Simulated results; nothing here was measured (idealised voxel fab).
The process module presented herein is designated voxel spacer lines.
Each square cell in cross-section cut measures 5 nm, and the section as a whole is 165 nm wide.
Heads up, the way a cross-section reads in here is a grid of square cells, handed over as bands from the top down, with every band being one or more rows of cells. This entry defines a band. It first specifies the height of the band's top and the height of its bottom in nm, and then specifies the band's materials from left to right, stating each material with its width in nm. The word "full width" identifies a single material that fills the band from edge to edge, while the word "air" identifies empty space. Measure heights from 0. That's the level where, below it, the as-received wafer is all one material. The lowest band is bottomless and extends downward; write it as in "0..down". Per-row width for "30..40": begins at first number (top row of band), ends at second number (bottom row), increment between rows held constant. Step marked "no change"? Then no cell in the cross-section changed in it. "Unvented voids" lists enclosed empty spaces (at least 8 cells, no open path upward to the top), each as width x height at distance from the left edge, in nm. Past the settings on a step's line: simulator remark, on that step. On any step carrying a mask, the "overlay nm" setting, if present on the step's line, tells how far right of its planned place the mask lay; negative values point to the left.

### Set out below are the planned steps of the process
1 RECEIVE,material Si
2 CONFORMAL_DEP,material Al2O3,thk nm 5
3 DIRECTIONAL_DEP,material polySi,thk nm 20
4 DIRECTIONAL_DEP,material aC,thk nm 25
5 PATTERN,tone cover,mask id MANDREL,material resist,width nm 20,pitch nm 70,thk nm 35,overlay nm 0
6 DIRECTIONAL_ETCH,etch materials aC,depth nm 25
7 STRIP,etch materials resist
8 CONFORMAL_DEP,material SiO2,thk nm 15
9 DIRECTIONAL_ETCH,etch materials SiO2,depth nm 15
10 STRIP,etch materials aC
11 DIRECTIONAL_ETCH,etch materials polySi,depth nm 20
12 STRIP,etch materials SiO2

### Cross-section, incoming material, after step 1
  0..down  Si full width
  Unvented voids: none

### The module was run from the start shown above using the plan shown above, but one mistake was made doing it; the resulting wafer cross-section is below
  20..0  air=20; polySi=15; air=20; polySi=15; air=20; polySi=15; air=20; polySi=15; air=25
  0..down  Si full width
  Unvented voids: none
Here's what went sideways: with respect to the plan, step 2 was omitted and not executed
